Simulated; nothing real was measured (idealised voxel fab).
process module | voxel self aligned contacts
cross-section cut | 295 nm wide | cells 5 nm
A cross-section is a grid of square cells, given in bands from the top down. A band is one or more rows of cells.
Each band's line starts with the height of the band's top and of its bottom, in nm. Then come its materials from left to right, each with its width in nm. One material with "throughout" fills the band from edge to edge. "air" is empty space.
Height 0 is the level under which the wafer as received is all one material. The lowest band goes on downwards, as in "0 down".
A width such as "30 to 40" changes by the same amount from each row of cells to the next, from the band's top row to its bottom row.
"no change" after a step means that no cell of the cross-section changed.
closed voids: empty space of 8 cells or more with no open way to the top, each as width x height at its distance from the left edge, in nm
after a step's settings: what the simulator itself notes on the step
overlay nm, on a step with a mask: how far to the right of its planned place the mask lay; to the left if negative
plan
1 op RECEIVE | material Si
2 op CONFORMAL_DEP | material SiO2 | thk nm 5
3 op DIRECTIONAL_DEP | material polySi | thk nm 30
4 op DIRECTIONAL_DEP | material SiN | thk nm 25
5 op MASKED_ETCH | tone cover | mask id GATE | width nm 30 | pitch nm 75 | etch materials SiN | depth nm 25 | overlay nm 0
6 op MASKED_ETCH | tone cover | mask id GATE | width nm 30 | pitch nm 75 | etch materials polySi | depth nm 30 | overlay nm 0
7 op CONFORMAL_DEP | material SiN | thk nm 10
8 op DIRECTIONAL_ETCH | etch materials SiN | depth nm 10
9 op FILL_DEP | material SiO2 | thk nm 15
10 op CMP | height nm 65
11 op PATTERN | tone open | mask id CONTACT | material resist | width nm 55 | pitch nm 75 | thk nm 15 | overlay nm 0
12 op DIRECTIONAL_ETCH | etch materials SiO2 | depth nm 65
13 op STRIP | etch materials resist
14 op CONFORMAL_DEP | material TiN | thk nm 5
15 op FILL_DEP | material W | thk nm 10
16 op CMP | height nm 65
17 op CONFORMAL_DEP | material SiCN | thk nm 5
as received, after step 1
  0 down: Si throughout
  closed voids: none
a wafer at the end: this start, this plan, one mistake
  70 to 65: SiCN throughout
  65 to 40: SiO2 45 | SiN 10 | polySi 30 | SiN 10 | TiN 5 | W 15 | TiN 5 | SiN 10 | polySi 30 | SiN 10 | TiN 5 | W 15 | TiN 5 | SiN 10 | polySi 30 | SiN 10 | SiO2 50
  40 to 35: SiO2 45 | SiN 10 | polySi 30 | SiN 10 | TiN 25 | SiN 10 | polySi 30 | SiN 10 | TiN 25 | SiN 10 | polySi 30 | SiN 10 | SiO2 50
  35 to 5: polySi throughout
  5 to 0: SiO2 throughout
  0 down: Si throughout
  closed voids: none
what went wrong: step 3 was run twice
